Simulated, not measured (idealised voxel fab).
Name of the process module below: voxel self aligned vias
We display cut, a cross-section 150 nm in width whose square cells are each 5 nm.
The cross-sections in this document take the form of a grid made of square cells. They are written out as bands, in order from top to bottom. Each band consists of one or more rows of cells.
For a band, the entry starts with two heights in nm, that of the top and then that of the bottom, and carries on with the band's materials in order from left to right, each alongside its width in nm; the word "everywhere" beside a single material means it fills the band edge to edge, and "air" means empty space.
Heights are measured from 0, the level below which the as-received wafer is all one material; the lowest band has no bottom and continues downward, written as in "top 0, no bottom".
The two numbers in a width such as "30->40" mark its ends across the band: the first belongs to the top row of cells, the second to the bottom row, and from each row to the next the width moves by the same amount.
Reading "stayed the same" for a step: not a cell of the cross-section changed in it.
"Closed void roster" - sealed voids, min. 8 cells, no opening to top; format: width x height at distance (distance from left edge; nm throughout).
What comes after the settings on a step's line is commentary from the simulator itself on that step.
Steps that use a mask can have "overlay nm" on their line. It says how far the mask sat to the right of where it was meant to be. Negative means to the left.
Steps in the process plan:
- 1: op RECEIVE | material Si
- 2: op CONFORMAL_DEP | material SiO2 | thk nm 10
- 3: op CONFORMAL_DEP | material SiCN | thk nm 5
- 4: op DIRECTIONAL_DEP | material SiO2 | thk nm 30
- 5: op MASKED_ETCH | tone open | mask id LINES | width nm 30 | pitch nm 55 | etch materials SiO2 | depth nm 30 | overlay nm 0
- 6: op CONFORMAL_DEP | material TiN | thk nm 5
- 7: op FILL_DEP | material Ru | thk nm 5
- 8: op CMP | height nm 45
- 9: op SELECTIVE_ETCH | etch materials W Ru TiN | depth nm 10
- 10: op FILL_DEP | material SiN | thk nm 10
- 11: op CMP | height nm 45
- 12: op DIRECTIONAL_DEP | material SiO2 | thk nm 15
- 13: op PATTERN | tone open | mask id VIAS | material resist | width nm 40 | thk nm 20 | overlay nm 0
- 14: op DIRECTIONAL_ETCH | etch materials SiO2 | depth nm 15
- 15: op DIRECTIONAL_ETCH | etch materials SiN | depth nm 10
- 16: op STRIP | etch materials resist
- 17: op CONFORMAL_DEP | material TiN | thk nm 5
- 18: op FILL_DEP | material Cu | thk nm 5
- 19: op CMP | height nm 60
- 20: op CONFORMAL_DEP | material SiCN | thk nm 5
Incoming wafer in cross-section (state: after step 1):
> top 0, no bottom | Si everywhere
> Closed void roster: none
The cross-section shown corresponds to the wafer at the conclusion of the module. The initial structure and the process plan are those presented above; however, one mistake occurred in executing the plan:
> top 65, bottom 60 | SiCN everywhere
> top 60, bottom 45 | SiO2: 25 / TiN: 5 / Cu: 30 / TiN: 5 / SiO2: 85
> top 45, bottom 40 | SiN: 25 / TiN: 5 / Cu: 30 / TiN: 5 / SiN: 85
> top 40, bottom 35 | SiN: 25 / TiN: 40 / SiN: 85
> top 35, bottom 10 | SiO2: 30 / TiN: 5 / Ru: 20 / TiN: 5 / SiO2: 25 / TiN: 5 / Ru: 20 / TiN: 5 / SiO2: 35
> top 10, bottom 5 | SiO2: 30 / TiN: 30 / SiO2: 25 / TiN: 30 / SiO2: 35
> top 5, bottom 0 | SiCN everywhere
> top 0, no bottom | Si everywhere
> Closed void roster: none
In executing the process, a mistake was made relative to the plan: execution of step 2 of the plan did not take place, the step having been omitted
